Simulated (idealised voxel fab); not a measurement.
process module | voxel gate over fins
Section cut is 165 nm wide and gridded with 5 nm square cells.
Notation: cross-section as square-cell grid; stated in bands, top first, going down; one or more cell rows per band. Heights first: top, then bottom, in nm. Then materials, left to right, each with a width in nm. "throughout" on a single material: fills the band edge to edge. "empty": empty space. Note: height 0 marks the level under which the wafer is uniformly one material as received. Lowest band unbounded below, written "0 -> down". It should be noted that a width expressed as "30..40" varies in equal increments from row to row of cells within the band, taking the value of the first number at the top row and that of the second number at the bottom row. It should be understood that the words "no change occurred", when stated for a given step, signify that the cross-section underwent no change in any of its cells during that step. Heads up: "Sealed void listing" only lists the empty pockets with no open path to the top that are 8 cells or more, and it writes them as width x height at distance, distance from the left edge, in nm. Read whatever lies past the settings on a step's line as the simulator's own remark about the step. overlay nm: for a step with a mask, the amount by which the mask lay right of where it was planned; a negative amount means left of it. Pairs from here to the end. Each: cross-section before one process step, cross-section after it, the latter only as far down as the lowest band that changed. Under each: the step between, and its settings. Mind that the pairs may be taken from different runs of this module on the same starting wafer; whether a pair continues from the pair above depends on its entry headed "Pre-step profile", and it does only where that entry says so.

Pre-step profile:
    5 -> 0  45 nm SiO2, 15 nm SiN, 40 nm SiO2, 15 nm SiN, 50 nm SiO2
    0 -> -20  50 nm SiO2, 5 nm Si, 50 nm SiO2, 5 nm Si, 55 nm SiO2
    -20 -> -30  50 nm SiO2, 5 nm Si, 20 nm SiO2, 5 nm TiN, 5 nm W, 5 nm TiN, 15 nm SiO2, 5 nm Si, 55 nm SiO2
    -30 -> -35  50 nm SiO2, 5 nm Si, 20 nm SiO2, 15 nm TiN, 15 nm SiO2, 5 nm Si, 55 nm SiO2
    -35 -> -45  50 nm SiO2, 5 nm Si, 50 nm SiO2, 5 nm Si, 55 nm SiO2
    -45 -> down  Si throughout
    Sealed void listing: none

Post-Process Section:
    5 -> 0  45 nm empty, 15 nm SiN, 40 nm empty, 15 nm SiN, 50 nm empty
    0 -> -10  50 nm empty, 5 nm Si, 50 nm empty, 5 nm Si, 55 nm empty
    Nothing below the height -10 has changed.
    Sealed void listing: none
Between the two cross-sections shown above lies SELECTIVE_ETCH: etch materials SiO2, depth nm 15

Pre-step profile: unchanged from the after cross-section in the pair immediately above; refer to that figure.

Post-Process Section:
    0 -> -10  50 nm empty, 5 nm Si, 50 nm empty, 5 nm Si, 55 nm empty
    Nothing below the height -10 has changed.
    Sealed void listing: none
Between the two cross-sections shown above lies STRIP: etch materials SiN

Pre-step profile: unchanged from the after cross-section in the pair immediately above; refer to that figure.

Post-Process Section:
    5 -> 0  45 nm empty, 15 nm HfO2, 40 nm empty, 15 nm HfO2, 50 nm empty
    0 -> -5  45 nm empty, 5 nm HfO2, 5 nm Si, 5 nm HfO2, 40 nm empty, 5 nm HfO2, 5 nm Si, 5 nm HfO2, 50 nm empty
    -5 -> -10  50 nm HfO2, 5 nm Si, 50 nm HfO2, 5 nm Si, 55 nm HfO2
    Nothing below the height -10 has changed.
    Sealed void listing: none
Between the two cross-sections shown above lies CONFORMAL_DEP: material HfO2, thk nm 5

Pre-step profile: unchanged from the after cross-section in the pair immediately above; refer to that figure.

Post-Process Section:
    10 -> 5  40 nm empty, 25 nm TiN, 30 nm empty, 25 nm TiN, 45 nm empty
    5 -> 0  40 nm empty, 5 nm TiN, 15 nm HfO2, 5 nm TiN, 30 nm empty, 5 nm TiN, 15 nm HfO2, 5 nm TiN, 45 nm empty
    0 -> -5  45 nm TiN, 5 nm HfO2, 5 nm Si, 5 nm HfO2, 40 nm TiN, 5 nm HfO2, 5 nm Si, 5 nm HfO2, 50 nm TiN
    Nothing below the height -5 has changed.
    Sealed void listing: none
Between the two cross-sections shown above lies CONFORMAL_DEP: material TiN, thk nm 5

Pre-step profile: unchanged from the after cross-section in the pair immediately above; refer to that figure.

Post-Process Section:
    15 -> 10  35 nm empty, 35 nm TiAl, 20 nm empty, 35 nm TiAl, 40 nm empty
    10 -> 5  35 nm empty, 5 nm TiAl, 25 nm TiN, 5 nm TiAl, 20 nm empty, 5 nm TiAl, 25 nm TiN, 5 nm TiAl, 40 nm empty
    5 -> 0  40 nm TiAl, 5 nm TiN, 15 nm HfO2, 5 nm TiN, 30 nm TiAl, 5 nm TiN, 15 nm HfO2, 5 nm TiN, 45 nm TiAl
    Nothing below the height 0 has changed.
    Sealed void listing: none
Between the two cross-sections shown above lies CONFORMAL_DEP: material TiAl, thk nm 5

Pre-step profile: unchanged from the after cross-section in the pair immediately above; refer to that figure.

Post-Process Section:
    20 -> 15  30 nm empty, 45 nm TiN, 10 nm empty, 45 nm TiN, 35 nm empty
    15 -> 10  30 nm empty, 5 nm TiN, 35 nm TiAl, 5 nm TiN, 10 nm empty, 5 nm TiN, 35 nm TiAl, 5 nm TiN, 35 nm empty
    10 -> 5  35 nm TiN, 5 nm TiAl, 25 nm TiN, 5 nm TiAl, 20 nm TiN, 5 nm TiAl, 25 nm TiN, 5 nm TiAl, 40 nm TiN
    Nothing below the height 5 has changed.
    Sealed void listing: none
Between the two cross-sections shown above lies CONFORMAL_DEP: material TiN, thk nm 5

Pre-step profile: unchanged from the after cross-section in the pair immediately above; refer to that figure.

Post-Process Section:
    35 -> 20  W throughout
    20 -> 15  30 nm W, 45 nm TiN, 10 nm W, 45 nm TiN, 35 nm W
    15 -> 10  30 nm W, 5 nm TiN, 35 nm TiAl, 5 nm TiN, 10 nm W, 5 nm TiN, 35 nm TiAl, 5 nm TiN, 35 nm W
    Nothing below the height 10 has changed.
    Sealed void listing: none
Between the two cross-sections shown above lies FILL_DEP: material W, thk nm 15

Pre-step profile: unchanged from the after cross-section in the pair immediately above; refer to that figure.

Post-Process Section:
    30 -> 20  W throughout
    Nothing below the height 20 has changed.
    Sealed void listing: none
Between the two cross-sections shown above lies CMP: height nm 30

Pre-step profile: unchanged from the after cross-section in the pair immediately above; refer to that figure.

Post-Process Section:
    35 -> 30  SiN throughout
    Nothing below the height 30 has changed.
    Sealed void listing: none
Between the two cross-sections shown above lies CONFORMAL_DEP: material SiN, thk nm 5

Pre-step profile:
    5 -> 0  45 nm empty, 15 nm SiN, 40 nm empty, 15 nm SiN, 50 nm empty
    0 -> -10  50 nm empty, 5 nm Si, 50 nm empty, 5 nm Si, 55 nm empty
    -10 -> -20  50 nm SiO2, 5 nm Si, 50 nm SiO2, 5 nm Si, 55 nm SiO2
    -20 -> -30  50 nm SiO2, 5 nm Si, 15 nm SiO2, 5 nm TiN, 5 nm W, 5 nm TiN, 20 nm SiO2, 5 nm Si, 55 nm SiO2
    -30 -> -35  50 nm SiO2, 5 nm Si, 15 nm SiO2, 15 nm TiN, 20 nm SiO2, 5 nm Si, 55 nm SiO2
    -35 -> -45  50 nm SiO2, 5 nm Si, 50 nm SiO2, 5 nm Si, 55 nm SiO2
    -45 -> down  Si throughout
    Sealed void listing: none

Post-Process Section:
    5 -> 0  45 nm empty, 15 nm SiN, 40 nm empty, 15 nm SiN, 50 nm empty
    0 -> -45  50 nm empty, 5 nm Si, 50 nm empty, 5 nm Si, 55 nm empty
    Nothing below the height -45 has changed.
    Sealed void listing: none
Between the two cross-sections shown above lies STRIP: etch materials SiO2

Pre-step profile: unchanged from the after cross-section in the pair immediately above; refer to that figure.

Post-Process Section:
    10 -> 5  40 nm empty, 25 nm HfO2, 30 nm empty, 25 nm HfO2, 45 nm empty
    5 -> 0  40 nm empty, 5 nm HfO2, 15 nm SiN, 5 nm HfO2, 30 nm empty, 5 nm HfO2, 15 nm SiN, 5 nm HfO2, 45 nm empty
    0 -> -5  40 nm empty, 10 nm HfO2, 5 nm Si, 10 nm HfO2, 30 nm empty, 10 nm HfO2, 5 nm Si, 10 nm HfO2, 45 nm empty
    -5 -> -40  45 nm empty, 5 nm HfO2, 5 nm Si, 5 nm HfO2, 40 nm empty, 5 nm HfO2, 5 nm Si, 5 nm HfO2, 50 nm empty
    -40 -> -45  50 nm HfO2, 5 nm Si, 50 nm HfO2, 5 nm Si, 55 nm HfO2
    Nothing below the height -45 has changed.
    Sealed void listing: none
Between the two cross-sections shown above lies CONFORMAL_DEP: material HfO2, thk nm 5

Pre-step profile: unchanged from the after cross-section in the pair immediately above; refer to that figure.

Post-Process Section:
    15 -> 10  35 nm empty, 35 nm TiN, 20 nm empty, 35 nm TiN, 40 nm empty
    10 -> 5  35 nm empty, 5 nm TiN, 25 nm HfO2, 5 nm TiN, 20 nm empty, 5 nm TiN, 25 nm HfO2, 5 nm TiN, 40 nm empty
    5 -> 0  35 nm empty, 5 nm TiN, 5 nm HfO2, 15 nm SiN, 5 nm HfO2, 5 nm TiN, 20 nm empty, 5 nm TiN, 5 nm HfO2, 15 nm SiN, 5 nm HfO2, 5 nm TiN, 40 nm empty
    0 -> -10  35 nm empty, 5..10 nm TiN, 10..5 nm HfO2, 5 nm Si, 10..5 nm HfO2, 5..10 nm TiN, 20 nm empty, 5..10 nm TiN, 10..5 nm HfO2, 5 nm Si, 10..5 nm HfO2, 5..10 nm TiN, 40 nm empty
    -10 -> -35  40 nm empty, 5 nm TiN, 5 nm HfO2, 5 nm Si, 5 nm HfO2, 5 nm TiN, 30 nm empty, 5 nm TiN, 5 nm HfO2, 5 nm Si, 5 nm HfO2, 5 nm TiN, 45 nm empty
    -35 -> -40  45 nm TiN, 5 nm HfO2, 5 nm Si, 5 nm HfO2, 40 nm TiN, 5 nm HfO2, 5 nm Si, 5 nm HfO2, 50 nm TiN
    Nothing below the height -40 has changed.
    Sealed void listing: none
Between the two cross-sections shown above lies CONFORMAL_DEP: material TiN, thk nm 5

Pre-step profile: unchanged from the after cross-section in the pair immediately above; refer to that figure.

Post-Process Section:
    20 -> 15  30 nm empty, 45 nm TiAl, 10 nm empty, 45 nm TiAl, 35 nm empty
    15 -> 10  30 nm empty, 5 nm TiAl, 35 nm TiN, 5 nm TiAl, 10 nm empty, 5 nm TiAl, 35 nm TiN, 5 nm TiAl, 35 nm empty
    10 -> 5  30 nm empty, 5 nm TiAl, 5 nm TiN, 25 nm HfO2, 5 nm TiN, 5 nm TiAl, 10 nm empty, 5 nm TiAl, 5 nm TiN, 25 nm HfO2, 5 nm TiN, 5 nm TiAl, 35 nm empty
    5 -> 0  30 nm empty, 5 nm TiAl, 5 nm TiN, 5 nm HfO2, 15 nm SiN, 5 nm HfO2, 5 nm TiN, 5 nm TiAl, 10 nm empty, 5 nm TiAl, 5 nm TiN, 5 nm HfO2, 15 nm SiN, 5 nm HfO2, 5 nm TiN, 5 nm TiAl, 35 nm empty
    0 -> -10  30 nm empty, 5 nm TiAl, 5..10 nm TiN, 10..5 nm HfO2, 5 nm Si, 10..5 nm HfO2, 5..10 nm TiN, 5 nm TiAl, 10 nm empty, 5 nm TiAl, 5..10 nm TiN, 10..5 nm HfO2, 5 nm Si, 10..5 nm HfO2, 5..10 nm TiN, 5 nm TiAl, 35 nm empty
    -10 -> -15  30 nm empty, 10 nm TiAl, 5 nm TiN, 5 nm HfO2, 5 nm Si, 5 nm HfO2, 5 nm TiN, 10 nm TiAl, 10 nm empty, 10 nm TiAl, 5 nm TiN, 5 nm HfO2, 5 nm Si, 5 nm HfO2, 5 nm TiN, 10 nm TiAl, 35 nm empty
    -15 -> -30  35 nm empty, 5 nm TiAl, 5 nm TiN, 5 nm HfO2, 5 nm Si, 5 nm HfO2, 5 nm TiN, 5 nm TiAl, 20 nm empty, 5 nm TiAl, 5 nm TiN, 5 nm HfO2, 5 nm Si, 5 nm HfO2, 5 nm TiN, 5 nm TiAl, 40 nm empty
    -30 -> -35  40 nm TiAl, 5 nm TiN, 5 nm HfO2, 5 nm Si, 5 nm HfO2, 5 nm TiN, 30 nm TiAl, 5 nm TiN, 5 nm HfO2, 5 nm Si, 5 nm HfO2, 5 nm TiN, 45 nm TiAl
    Nothing below the height -35 has changed.
    Sealed void listing: none
Between the two cross-sections shown above lies CONFORMAL_DEP: material TiAl, thk nm 5

Pre-step profile: unchanged from the after cross-section in the pair immediately above; refer to that figure.

Post-Process Section:
    25 -> 20  25 nm empty, 110 nm TiN, 30 nm empty
    20 -> 15  25 nm empty, 5 nm TiN, 45 nm TiAl, 10 nm TiN, 45 nm TiAl, 5 nm TiN, 30 nm empty
    15 -> 10  25 nm empty, 5 nm TiN, 5 nm TiAl, 35 nm TiN, 5 nm TiAl, 10 nm TiN, 5 nm TiAl, 35 nm TiN, 5 nm TiAl, 5 nm TiN, 30 nm empty
    10 -> 5  25 nm empty, 5 nm TiN, 5 nm TiAl, 5 nm TiN, 25 nm HfO2, 5 nm TiN, 5 nm TiAl, 10 nm TiN, 5 nm TiAl, 5 nm TiN, 25 nm HfO2, 5 nm TiN, 5 nm TiAl, 5 nm TiN, 30 nm empty
    5 -> 0  25 nm empty, 5 nm TiN, 5 nm TiAl, 5 nm TiN, 5 nm HfO2, 15 nm SiN, 5 nm HfO2, 5 nm TiN, 5 nm TiAl, 10 nm TiN, 5 nm TiAl, 5 nm TiN, 5 nm HfO2, 15 nm SiN, 5 nm HfO2, 5 nm TiN, 5 nm TiAl, 5 nm TiN, 30 nm empty
    0 -> -10  25 nm empty, 5 nm TiN, 5 nm TiAl, 5..10 nm TiN, 10..5 nm HfO2, 5 nm Si, 10..5 nm HfO2, 5..10 nm TiN, 5 nm TiAl, 10 nm TiN, 5 nm TiAl, 5..10 nm TiN, 10..5 nm HfO2, 5 nm Si, 10..5 nm HfO2, 5..10 nm TiN, 5 nm TiAl, 5 nm TiN, 30 nm empty
    -10 -> -20  25 nm empty, 5..10 nm TiN, 10..5 nm TiAl, 5 nm TiN, 5 nm HfO2, 5 nm Si, 5 nm HfO2, 5 nm TiN, 10..5 nm TiAl, 10..20 nm TiN, 10..5 nm TiAl, 5 nm TiN, 5 nm HfO2, 5 nm Si, 5 nm HfO2, 5 nm TiN, 10..5 nm TiAl, 5..10 nm TiN, 30 nm empty
    -20 -> -25  30 nm empty, 5 nm TiN, 5 nm TiAl, 5 nm TiN, 5 nm HfO2, 5 nm Si, 5 nm HfO2, 5 nm TiN, 5 nm TiAl, 5 nm TiN, 10 nm empty, 5 nm TiN, 5 nm TiAl, 5 nm TiN, 5 nm HfO2, 5 nm Si, 5 nm HfO2, 5 nm TiN, 5 nm TiAl, 5 nm TiN, 35 nm empty
    -25 -> -30  35 nm TiN, 5 nm TiAl, 5 nm TiN, 5 nm HfO2, 5 nm Si, 5 nm HfO2, 5 nm TiN, 5 nm TiAl, 20 nm TiN, 5 nm TiAl, 5 nm TiN, 5 nm HfO2, 5 nm Si, 5 nm HfO2, 5 nm TiN, 5 nm TiAl, 40 nm TiN
    Nothing below the height -30 has changed.
    Sealed void listing: none
Between the two cross-sections shown above lies CONFORMAL_DEP: material TiN, thk nm 5

Pre-step profile: unchanged from the after cross-section in the pair immediately above; refer to that figure.

Post-Process Section:
    40 -> 25  W throughout
    25 -> 20  25 nm W, 110 nm TiN, 30 nm W
    20 -> 15  25 nm W, 5 nm TiN, 45 nm TiAl, 10 nm TiN, 45 nm TiAl, 5 nm TiN, 30 nm W
    15 -> 10  25 nm W, 5 nm TiN, 5 nm TiAl, 35 nm TiN, 5 nm TiAl, 10 nm TiN, 5 nm TiAl, 35 nm TiN, 5 nm TiAl, 5 nm TiN, 30 nm W
    10 -> 5  25 nm W, 5 nm TiN, 5 nm TiAl, 5 nm TiN, 25 nm HfO2, 5 nm TiN, 5 nm TiAl, 10 nm TiN, 5 nm TiAl, 5 nm TiN, 25 nm HfO2, 5 nm TiN, 5 nm TiAl, 5 nm TiN, 30 nm W
    5 -> 0  25 nm W, 5 nm TiN, 5 nm TiAl, 5 nm TiN, 5 nm HfO2, 15 nm SiN, 5 nm HfO2, 5 nm TiN, 5 nm TiAl, 10 nm TiN, 5 nm TiAl, 5 nm TiN, 5 nm HfO2, 15 nm SiN, 5 nm HfO2, 5 nm TiN, 5 nm TiAl, 5 nm TiN, 30 nm W
    0 -> -10  25 nm W, 5 nm TiN, 5 nm TiAl, 5..10 nm TiN, 10..5 nm HfO2, 5 nm Si, 10..5 nm HfO2, 5..10 nm TiN, 5 nm TiAl, 10 nm TiN, 5 nm TiAl, 5..10 nm TiN, 10..5 nm HfO2, 5 nm Si, 10..5 nm HfO2, 5..10 nm TiN, 5 nm TiAl, 5 nm TiN, 30 nm W
    -10 -> -20  25 nm W, 5..10 nm TiN, 10..5 nm TiAl, 5 nm TiN, 5 nm HfO2, 5 nm Si, 5 nm HfO2, 5 nm TiN, 10..5 nm TiAl, 10..20 nm TiN, 10..5 nm TiAl, 5 nm TiN, 5 nm HfO2, 5 nm Si, 5 nm HfO2, 5 nm TiN, 10..5 nm TiAl, 5..10 nm TiN, 30 nm W
    -20 -> -25  30 nm W, 5 nm TiN, 5 nm TiAl, 5 nm TiN, 5 nm HfO2, 5 nm Si, 5 nm HfO2, 5 nm TiN, 5 nm TiAl, 5 nm TiN, 10 nm empty, 5 nm TiN, 5 nm TiAl, 5 nm TiN, 5 nm HfO2, 5 nm Si, 5 nm HfO2, 5 nm TiN, 5 nm TiAl, 5 nm TiN, 35 nm W
    Nothing below the height -25 has changed.
    Sealed void listing: none
Between the two cross-sections shown above lies FILL_DEP: material W, thk nm 15

Pre-step profile: unchanged from the after cross-section in the pair immediately above; refer to that figure.

Post-Process Section:
    30 -> 25  W throughout
    Nothing below the height 25 has changed.
    Sealed void listing: none
Between the two cross-sections shown above lies CMP: height nm 30

Pre-step profile: unchanged from the after cross-section in the pair immediately above; refer to that figure.

Post-Process Section:
    35 -> 30  SiN throughout
    Nothing below the height 30 has changed.
    Sealed void listing: none
Between the two cross-sections shown above lies CONFORMAL_DEP: material SiN, thk nm 5

Pre-step profile:
    5 -> 0  45 nm SiO2, 15 nm SiN, 40 nm SiO2, 15 nm SiN, 50 nm SiO2
    0 -> -45  50 nm SiO2, 5 nm Si, 50 nm SiO2, 5 nm Si, 55 nm SiO2
    -45 -> down  Si throughout
    Sealed void listing: none

Post-Process Section:
    20 -> 5  70 nm empty, 15 nm resist, 80 nm empty
    Nothing below the height 5 has changed.
    Sealed void listing: none
Between the two cross-sections shown above lies PATTERN: tone cover, mask id RAIL, material resist, width nm 15, thk nm 15, overlay nm 0

Pre-step profile: unchanged from the after cross-section in the pair immediately above; refer to that figure.

Post-Process Section:
    20 -> 5  70 nm empty, 15 nm resist, 80 nm empty
    5 -> 0  45 nm empty, 15 nm SiN, 10 nm empty, 15 nm SiO2, 15 nm empty, 15 nm SiN, 50 nm empty
    0 -> -35  45 nm empty, 5 nm SiO2, 5 nm Si, 5 nm SiO2, 10 nm empty, 15 nm SiO2, 15 nm empty, 5 nm SiO2, 5 nm Si, 5 nm SiO2, 50 nm empty
    Nothing below the height -35 has changed.
    Sealed void listing: none
Between the two cross-sections shown above lies DIRECTIONAL_ETCH: etch materials SiO2, depth nm 40

Pre-step profile: unchanged from the after cross-section in the pair immediately above; refer to that figure.

Post-Process Section:
    5 -> 0  45 nm empty, 15 nm SiN, 10 nm empty, 15 nm SiO2, 15 nm empty, 15 nm SiN, 50 nm empty
    Nothing below the height 0 has changed.
    Sealed void listing: none
Between the two cross-sections shown above lies STRIP: etch materials resist

Pre-step profile: unchanged from the after cross-section in the pair immediately above; refer to that figure.

Post-Process Section:
    10 -> 5  40 nm empty, 50 nm TiN, 5 nm empty, 25 nm TiN, 45 nm empty
    5 -> 0  40 nm empty, 5 nm TiN, 15 nm SiN, 10 nm TiN, 15 nm SiO2, 5 nm TiN, 5 nm empty, 5 nm TiN, 15 nm SiN, 5 nm TiN, 45 nm empty
    0 -> -30  40 nm empty, 5 nm TiN, 5 nm SiO2, 5 nm Si, 5 nm SiO2, 10 nm TiN, 15 nm SiO2, 5 nm TiN, 5 nm empty, 5 nm TiN, 5 nm SiO2, 5 nm Si, 5 nm SiO2, 5 nm TiN, 45 nm empty
    -30 -> -35  45 nm TiN, 5 nm SiO2, 5 nm Si, 5 nm SiO2, 10 nm TiN, 15 nm SiO2, 15 nm TiN, 5 nm SiO2, 5 nm Si, 5 nm SiO2, 50 nm TiN
    Nothing below the height -35 has changed.
    Sealed void listing: none
Between the two cross-sections shown above lies CONFORMAL_DEP: material TiN, thk nm 5

Pre-step profile: unchanged from the after cross-section in the pair immediately above; refer to that figure.

Post-Process Section:
    15 -> 10  W throughout
    10 -> 5  40 nm W, 50 nm TiN, 5 nm W, 25 nm TiN, 45 nm W
    5 -> 0  40 nm W, 5 nm TiN, 15 nm SiN, 10 nm TiN, 15 nm SiO2, 5 nm TiN, 5 nm W, 5 nm TiN, 15 nm SiN, 5 nm TiN, 45 nm W
    0 -> -30  40 nm W, 5 nm TiN, 5 nm SiO2, 5 nm Si, 5 nm SiO2, 10 nm TiN, 15 nm SiO2, 5 nm TiN, 5 nm W, 5 nm TiN, 5 nm SiO2, 5 nm Si, 5 nm SiO2, 5 nm TiN, 45 nm W
    Nothing below the height -30 has changed.
    Sealed void listing: none
Between the two cross-sections shown above lies FILL_DEP: material W, thk nm 5

Pre-step profile: unchanged from the after cross-section in the pair immediately above; refer to that figure.

Post-Process Section:
    5 -> 0  40 nm W, 5 nm TiN, 15 nm SiN, 10 nm TiN, 15 nm SiO2, 5 nm TiN, 5 nm W, 5 nm TiN, 15 nm SiN, 5 nm TiN, 45 nm W
    Nothing below the height 0 has changed.
    Sealed void listing: none
Between the two cross-sections shown above lies CMP: height nm 5

Pre-step profile: unchanged from the after cross-section in the pair immediately above; refer to that figure.

Post-Process Section:
    5 -> 0  45 nm empty, 15 nm SiN, 10 nm empty, 15 nm SiO2, 15 nm empty, 15 nm SiN, 50 nm empty
    0 -> -20  45 nm empty, 5 nm SiO2, 5 nm Si, 5 nm SiO2, 10 nm empty, 15 nm SiO2, 15 nm empty, 5 nm SiO2, 5 nm Si, 5 nm SiO2, 50 nm empty
    Nothing below the height -20 has changed.
    Sealed void listing: none
Between the two cross-sections shown above lies SELECTIVE_ETCH: etch materials W Ru TiN, depth nm 25

Pre-step profile: unchanged from the after cross-section in the pair immediately above; refer to that figure.

Post-Process Section:
    10 -> 5  SiO2 throughout
    5 -> 0  45 nm SiO2, 15 nm SiN, 40 nm SiO2, 15 nm SiN, 50 nm SiO2
    0 -> -20  50 nm SiO2, 5 nm Si, 50 nm SiO2, 5 nm Si, 55 nm SiO2
    Nothing below the height -20 has changed.
    Sealed void listing: none
Between the two cross-sections shown above lies FILL_DEP: material SiO2, thk nm 5

Pre-step profile: unchanged from the after cross-section in the pair immediately above; refer to that figure.

Post-Process Section:
    5 -> 0  45 nm SiO2, 15 nm SiN, 40 nm SiO2, 15 nm SiN, 50 nm SiO2
    Nothing below the height 0 has changed.
    Sealed void listing: none
Between the two cross-sections shown above lies CMP: height nm 5

Pre-step profile: unchanged from the after cross-section in the pair immediately above; refer to that figure.

Post-Process Section:
    5 -> 0  45 nm empty, 15 nm SiN, 40 nm empty, 15 nm SiN, 50 nm empty
    0 -> -10  50 nm empty, 5 nm Si, 50 nm empty, 5 nm Si, 55 nm empty
    Nothing below the height -10 has changed.
    Sealed void listing: none
Between the two cross-sections shown above lies SELECTIVE_ETCH: etch materials SiO2, depth nm 15

Pre-step profile: unchanged from the after cross-section in the pair immediately above; refer to that figure.

Post-Process Section:
    0 -> -10  50 nm empty, 5 nm Si, 50 nm empty, 5 nm Si, 55 nm empty
    Nothing below the height -10 has changed.
    Sealed void listing: none
Between the two cross-sections shown above lies STRIP: etch materials SiN

Pre-step profile: unchanged from the after cross-section in the pair immediately above; refer to that figure.

Post-Process Section:
    5 -> 0  45 nm empty, 15 nm HfO2, 40 nm empty, 15 nm HfO2, 50 nm empty
    0 -> -5  45 nm empty, 5 nm HfO2, 5 nm Si, 5 nm HfO2, 40 nm empty, 5 nm HfO2, 5 nm Si, 5 nm HfO2, 50 nm empty
    -5 -> -10  50 nm HfO2, 5 nm Si, 50 nm HfO2, 5 nm Si, 55 nm HfO2
    Nothing below the height -10 has changed.
    Sealed void listing: none
Between the two cross-sections shown above lies CONFORMAL_DEP: material HfO2, thk nm 5

Pre-step profile: unchanged from the after cross-section in the pair immediately above; refer to that figure.

Post-Process Section:
    10 -> 5  40 nm empty, 25 nm TiN, 30 nm empty, 25 nm TiN, 45 nm empty
    5 -> 0  40 nm empty, 5 nm TiN, 15 nm HfO2, 5 nm TiN, 30 nm empty, 5 nm TiN, 15 nm HfO2, 5 nm TiN, 45 nm empty
    0 -> -5  45 nm TiN, 5 nm HfO2, 5 nm Si, 5 nm HfO2, 40 nm TiN, 5 nm HfO2, 5 nm Si, 5 nm HfO2, 50 nm TiN
    Nothing below the height -5 has changed.
    Sealed void listing: none
Between the two cross-sections shown above lies CONFORMAL_DEP: material TiN, thk nm 5

Pre-step profile: unchanged from the after cross-section in the pair immediately above; refer to that figure.

Post-Process Section:
    15 -> 10  35 nm empty, 35 nm TiAl, 20 nm empty, 35 nm TiAl, 40 nm empty
    10 -> 5  35 nm empty, 5 nm TiAl, 25 nm TiN, 5 nm TiAl, 20 nm empty, 5 nm TiAl, 25 nm TiN, 5 nm TiAl, 40 nm empty
    5 -> 0  40 nm TiAl, 5 nm TiN, 15 nm HfO2, 5 nm TiN, 30 nm TiAl, 5 nm TiN, 15 nm HfO2, 5 nm TiN, 45 nm TiAl
    Nothing below the height 0 has changed.
    Sealed void listing: none
Between the two cross-sections shown above lies CONFORMAL_DEP: material TiAl, thk nm 5

Pre-step profile: unchanged from the after cross-section in the pair immediately above; refer to that figure.

Post-Process Section:
    20 -> 15  30 nm empty, 45 nm TiN, 10 nm empty, 45 nm TiN, 35 nm empty
    15 -> 10  30 nm empty, 5 nm TiN, 35 nm TiAl, 5 nm TiN, 10 nm empty, 5 nm TiN, 35 nm TiAl, 5 nm TiN, 35 nm empty
    10 -> 5  35 nm TiN, 5 nm TiAl, 25 nm TiN, 5 nm TiAl, 20 nm TiN, 5 nm TiAl, 25 nm TiN, 5 nm TiAl, 40 nm TiN
    Nothing below the height 5 has changed.
    Sealed void listing: none
Between the two cross-sections shown above lies CONFORMAL_DEP: material TiN, thk nm 5

Pre-step profile: unchanged from the after cross-section in the pair immediately above; refer to that figure.

Post-Process Section:
    35 -> 20  W throughout
    20 -> 15  30 nm W, 45 nm TiN, 10 nm W, 45 nm TiN, 35 nm W
    15 -> 10  30 nm W, 5 nm TiN, 35 nm TiAl, 5 nm TiN, 10 nm W, 5 nm TiN, 35 nm TiAl, 5 nm TiN, 35 nm W
    Nothing below the height 10 has changed.
    Sealed void listing: none
Between the two cross-sections shown above lies FILL_DEP: material W, thk nm 15

Pre-step profile: unchanged from the after cross-section in the pair immediately above; refer to that figure.

Post-Process Section:
    30 -> 20  W throughout
    Nothing below the height 20 has changed.
    Sealed void listing: none
Between the two cross-sections shown above lies CMP: height nm 30

Pre-step profile: unchanged from the after cross-section in the pair immediately above; refer to that figure.

Post-Process Section:
    35 -> 30  SiN throughout
    Nothing below the height 30 has changed.
    Sealed void listing: none
Between the two cross-sections shown above lies CONFORMAL_DEP: material SiN, thk nm 5
